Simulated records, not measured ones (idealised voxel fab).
process module | voxel air gaps
cross-section cut | 185 nm wide | cells 5 nm
A cross-section is a grid of square cells, given in bands from the top down. A band is one or more rows of cells.
Each band's line starts with the height of the band's top and of its bottom, in nm. Then come its materials from left to right, each with its width in nm. One material with "throughout" fills the band from edge to edge. "air" is empty space.
Height 0 is the level under which the wafer as received is all one material. The lowest band goes on downwards, as in "0 down".
A width such as "30 to 40" changes by the same amount from each row of cells to the next, from the band's top row to its bottom row.
"no change" after a step means that no cell of the cross-section changed.
closed voids: empty space of 8 cells or more with no open way to the top, each as width x height at its distance from the left edge, in nm
after a step's settings: what the simulator itself notes on the step
overlay nm, on a step with a mask: how far to the right of its planned place the mask lay; to the left if negative
plan
1 op RECEIVE | material Si
2 op CONFORMAL_DEP | material SiO2 | thk nm 15
3 op CONFORMAL_DEP | material SiCN | thk nm 5
4 op DIRECTIONAL_DEP | material lowk | thk nm 40
5 op DIRECTIONAL_DEP | material aC | thk nm 10
6 op PATTERN | tone open | mask id LINES | material resist | width nm 20 | pitch nm 45 | thk nm 30 | overlay nm 0
7 op DIRECTIONAL_ETCH | etch materials aC | depth nm 10
8 op STRIP | etch materials resist
9 op DIRECTIONAL_ETCH | etch materials lowk | depth nm 40
10 op STRIP | etch materials aC
11 op CONFORMAL_DEP | material TiN | thk nm 5
12 op FILL_DEP | material Cu | thk nm 10
13 op CMP | height nm 60
14 op EPI | material Ru | thk nm 10
15 op SELECTIVE_ETCH | etch materials lowk | depth nm 50
16 op CONFORMAL_DEP | material SiCN | thk nm 5
as received, after step 1
  0 down: Si throughout
  closed voids: none
a wafer at the end: this start, this plan, one mistake
  75 to 70: air 20 | SiCN 140 | air 25
  70 to 60: air 20 | SiCN 5 | Ru 40 | SiCN 5 | Ru 40 | SiCN 5 | Ru 40 | SiCN 5 | air 25
  60 to 55: air 20 | SiCN 15 | TiN 5 | Cu 10 | TiN 5 | SiCN 25 | TiN 5 | Cu 10 | TiN 5 | SiCN 25 | TiN 5 | Cu 10 | TiN 5 | SiCN 15 | air 25
  55 to 40: air 30 | SiCN 5 | TiN 5 | Cu 10 | TiN 5 | SiCN 5 | air 15 | SiCN 5 | TiN 5 | Cu 10 | TiN 5 | SiCN 5 | air 15 | SiCN 5 | TiN 5 | Cu 10 | TiN 5 | SiCN 5 | air 35
  40 to 35: SiCN 35 | TiN 20 | SiCN 25 | TiN 20 | SiCN 25 | TiN 20 | SiCN 40
  35 to 30: SiCN throughout
  30 to 0: SiO2 throughout
  0 down: Si throughout
  closed voids: 15 x 15 at 60; 15 x 15 at 105
what went wrong: step 2 was run twice
